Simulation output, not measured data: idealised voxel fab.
process module | voxel capacitor over wiring
cross-section cut | 245 nm wide | cells 5 nm
A cross-section is a grid of square cells, given in bands from the top down. A band is one or more rows of cells.
Each band's line starts with the height of the band's top and of its bottom, in nm. Then come its materials from left to right, each with its width in nm. One material with "throughout" fills the band from edge to edge. "air" is empty space.
Height 0 is the level under which the wafer as received is all one material. The lowest band goes on downwards, as in "0 down".
A width such as "30 to 40" changes by the same amount from each row of cells to the next, from the band's top row to its bottom row.
"no change" after a step means that no cell of the cross-section changed.
closed voids: empty space of 8 cells or more with no open way to the top, each as width x height at its distance from the left edge, in nm
after a step's settings: what the simulator itself notes on the step
overlay nm, on a step with a mask: how far to the right of its planned place the mask lay; to the left if negative
plan
1 op RECEIVE | material Si
2 op CONFORMAL_DEP | material SiO2 | thk nm 15
3 op DIRECTIONAL_DEP | material TiN | thk nm 5
4 op DIRECTIONAL_DEP | material W | thk nm 25
5 op DIRECTIONAL_DEP | material aC | thk nm 10
6 op PATTERN | tone cover | mask id METAL_1 | material resist | width nm 25 | pitch nm 80 | thk nm 30 | overlay nm 0
7 op DIRECTIONAL_ETCH | etch materials aC | depth nm 10
8 op STRIP | etch materials resist
9 op DIRECTIONAL_ETCH | etch materials W | depth nm 25
10 op DIRECTIONAL_ETCH | etch materials TiN | depth nm 5
11 op STRIP | etch materials aC
12 op CONFORMAL_DEP | material SiCN | thk nm 5
13 op FILL_DEP | material lowk | thk nm 10
14 op CMP | height nm 45
15 op CONFORMAL_DEP | material SiCN | thk nm 5
16 op DIRECTIONAL_DEP | material lowk | thk nm 10
17 op DIRECTIONAL_DEP | material aC | thk nm 10
18 op PATTERN | tone open | mask id PLUG_1 | material resist | width nm 15 | thk nm 30 | overlay nm 0
19 op DIRECTIONAL_ETCH | etch materials aC | depth nm 10
20 op STRIP | etch materials resist
21 op DIRECTIONAL_ETCH | etch materials lowk | depth nm 10
22 op DIRECTIONAL_ETCH | etch materials SiCN | depth nm 5
23 op STRIP | etch materials aC
24 op CONFORMAL_DEP | material TiN | thk nm 5
25 op FILL_DEP | material Cu | thk nm 5
26 op CMP | height nm 60
27 op DIRECTIONAL_DEP | material TiN | thk nm 5
28 op DIRECTIONAL_DEP | material SiN | thk nm 5
29 op DIRECTIONAL_DEP | material TiN | thk nm 5
30 op DIRECTIONAL_DEP | material aC | thk nm 10
31 op PATTERN | tone cover | mask id UPPER_PLATE | material resist | width nm 60 | thk nm 30 | overlay nm 0
32 op DIRECTIONAL_ETCH | etch materials aC | depth nm 10
33 op STRIP | etch materials resist
34 op DIRECTIONAL_ETCH | etch materials TiN | depth nm 5
35 op DIRECTIONAL_ETCH | etch materials SiN | depth nm 5
36 op STRIP | etch materials aC
37 op PATTERN | tone cover | mask id LOWER_PLATE | material resist | width nm 70 | thk nm 20 | overlay nm 0
38 op DIRECTIONAL_ETCH | etch materials TiN | depth nm 5
39 op STRIP | etch materials resist
40 op FILL_DEP | material SiO2 | thk nm 20
41 op CMP | height nm 90
42 op MASKED_ETCH | tone open | mask id PLUG_2 | width nm 15 | etch materials SiO2 | depth nm 15 | overlay nm 0
43 op CONFORMAL_DEP | material TiN | thk nm 5
44 op FILL_DEP | material Cu | thk nm 10
45 op CMP | height nm 90
46 op CONFORMAL_DEP | material SiN | thk nm 5
as received, after step 1
  0 down: Si throughout
  closed voids: none
first wafer at the end, as planned
  95 to 90: SiN throughout
  90 to 80: SiO2 90 | TiN 5 | Cu 5 | TiN 5 | SiO2 140
  80 to 70: SiO2 90 to 80 | TiN 15 to 60 | SiO2 140 to 105
  70 to 65: SiO2 80 | SiN 60 | SiO2 105
  65 to 60: SiO2 75 | TiN 70 | SiO2 100
  60 to 50: lowk 80 | TiN 5 | Cu 5 | TiN 5 | lowk 150
  50 to 45: SiCN 80 | TiN 15 | SiCN 150
  45 to 20: lowk 65 | SiCN 5 | W 25 | SiCN 5 | lowk 45 | SiCN 5 | W 25 | SiCN 5 | lowk 65
  20 to 15: SiCN 70 | TiN 25 | SiCN 55 | TiN 25 | SiCN 70
  15 to 0: SiO2 throughout
  0 down: Si throughout
  closed voids: none
second wafer at the end: like start, like plan, one mistake
  110 to 105: SiN throughout
  105 to 95: Cu throughout
  95 to 90: TiN 95 | Cu 5 | TiN 145
  90 to 80: SiO2 90 | TiN 5 | Cu 5 | TiN 5 | SiO2 140
  80 to 70: SiO2 90 to 80 | TiN 15 to 60 | SiO2 140 to 105
  70 to 65: SiO2 80 | SiN 60 | SiO2 105
  65 to 60: SiO2 75 | TiN 70 | SiO2 100
  60 to 50: lowk 80 | TiN 5 | Cu 5 | TiN 5 | lowk 150
  50 to 45: SiCN 80 | TiN 15 | SiCN 150
  45 to 20: lowk 65 | SiCN 5 | W 25 | SiCN 5 | lowk 45 | SiCN 5 | W 25 | SiCN 5 | lowk 65
  20 to 15: SiCN 70 | TiN 25 | SiCN 55 | TiN 25 | SiCN 70
  15 to 0: SiO2 throughout
  0 down: Si throughout
  closed voids: none
what went wrong: step 45 was left out
at the end the second wafer has, in cells: 99 more of Cu | 48 more of TiN
